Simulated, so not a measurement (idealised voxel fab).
Documented hereafter: the process module known as voxel self aligned vias.
The cross-section shown here is cut; it is 290 nm wide and divided into square cells measuring 5 nm on a side.
Throughout this document, each cross-section is represented as a grid of square cells and is presented as a sequence of bands enumerated from the top downward, where a band comprises one or more rows of cells.
Look at the band entry: it leads with the top's height and the bottom's height in nm. Then it lists the materials left to right, with a width in nm for each. The word "throughout" on a single material says that material fills the band edge to edge. The word "empty" is empty space.
Height is counted from the level 0, under which the received wafer is composed throughout of one material. The lowest of the bands is not closed at the bottom but continues downward, in the notation "0..down".
Top row gets the first number, bottom row gets the second, and each row in between changes by the same step: that is how a band width like "30..40" works.
For the purposes of this document, the phrase "no change" attached to a step denotes that no cell within the cross-section was modified by that step.
You'll see "Enclosed cavities" listing empty spaces that have no way open to the top, as long as they're 8 cells or more; the notation is width x height at distance, where the distance is from the left edge, and all of it is in nm.
On a step's line, text after the settings is the simulator commenting on that step.
A step line may carry the setting "overlay nm", which, for steps involving a mask, states the distance by which the mask lay to the right of its intended position; negative values denote displacement to the left.
-- Intended process steps
1,RECEIVE (material Si)
2,CONFORMAL_DEP (material SiO2; thk nm 15)
3,CONFORMAL_DEP (material SiCN; thk nm 5)
4,DIRECTIONAL_DEP (material SiO2; thk nm 20)
5,MASKED_ETCH (tone open; mask id LINES; width nm 30; pitch nm 65; etch materials SiO2; depth nm 20; overlay nm 0)
6,CONFORMAL_DEP (material TiN; thk nm 5)
7,FILL_DEP (material Ru; thk nm 10)
8,CMP (height nm 40)
9,SELECTIVE_ETCH (etch materials W Ru TiN; depth nm 5)
10,FILL_DEP (material SiN; thk nm 10)
11,CMP (height nm 40)
12,DIRECTIONAL_DEP (material SiO2; thk nm 15)
13,DIRECTIONAL_DEP (material aC; thk nm 10)
14,PATTERN (tone open; mask id VIAS; material resist; width nm 40; pitch nm 130; thk nm 30; overlay nm 0)
15,DIRECTIONAL_ETCH (etch materials aC; depth nm 10)
16,STRIP (etch materials resist)
17,DIRECTIONAL_ETCH (etch materials SiO2; depth nm 15)
18,DIRECTIONAL_ETCH (etch materials SiN; depth nm 5)
19,STRIP (etch materials aC)
20,CONFORMAL_DEP (material TiN; thk nm 5)
21,FILL_DEP (material W; thk nm 10)
22,CMP (height nm 55)
23,CONFORMAL_DEP (material SiCN; thk nm 5)
-- As-received wafer cross-section (after step 1)
  0..down: Si throughout
  Enclosed cavities: none
-- First of two wafers at the end of the module, shown in cross-section; run carried out as planned
  60..55: SiCN throughout
  55..45: SiO2: 60  TiN: 5  W: 30  TiN: 5  SiO2: 90  TiN: 5  W: 30  TiN: 5  SiO2: 60
  45..40: SiO2: 60  TiN: 10  W: 20  TiN: 10  SiO2: 90  TiN: 10  W: 20  TiN: 10  SiO2: 60
  40..35: SiO2: 65  TiN: 30  SiO2: 35  SiN: 30  SiO2: 35  TiN: 30  SiO2: 65
  35..25: SiO2: 65  TiN: 5  Ru: 20  TiN: 5  SiO2: 35  TiN: 5  Ru: 20  TiN: 5  SiO2: 35  TiN: 5  Ru: 20  TiN: 5  SiO2: 65
  25..20: SiO2: 65  TiN: 30  SiO2: 35  TiN: 30  SiO2: 35  TiN: 30  SiO2: 65
  20..15: SiCN throughout
  15..0: SiO2 throughout
  0..down: Si throughout
  Enclosed cavities: none
-- Wafer two (of two), end-of-module cross-section: start = wafer one, plan = wafer one, one run mistake
  60..55: SiCN throughout
  55..45: SiO2: 65  TiN: 5  W: 25  TiN: 5  SiO2: 95  TiN: 5  W: 25  TiN: 5  SiO2: 60
  45..40: SiO2: 65  TiN: 5  W: 20  TiN: 10  SiO2: 95  TiN: 5  W: 20  TiN: 10  SiO2: 60
  40..35: SiO2: 65  TiN: 30  SiO2: 35  SiN: 30  SiO2: 35  TiN: 30  SiO2: 65
  35..25: SiO2: 65  TiN: 5  Ru: 20  TiN: 5  SiO2: 35  TiN: 5  Ru: 20  TiN: 5  SiO2: 35  TiN: 5  Ru: 20  TiN: 5  SiO2: 65
  25..20: SiO2: 65  TiN: 30  SiO2: 35  TiN: 30  SiO2: 35  TiN: 30  SiO2: 65
  20..15: SiCN throughout
  15..0: SiO2 throughout
  0..down: Si throughout
  Enclosed cavities: none
Plan not followed: the process deviated at step 14: the operation and settings actually run there were PATTERN (tone open; mask id VIAS; material resist; width nm 35; pitch nm 130; thk nm 30; overlay nm 0)
The final cell counts differ between the wafers, with the second having more or fewer of some materials than the first: +6 SiO2 | -2 TiN | -4 W
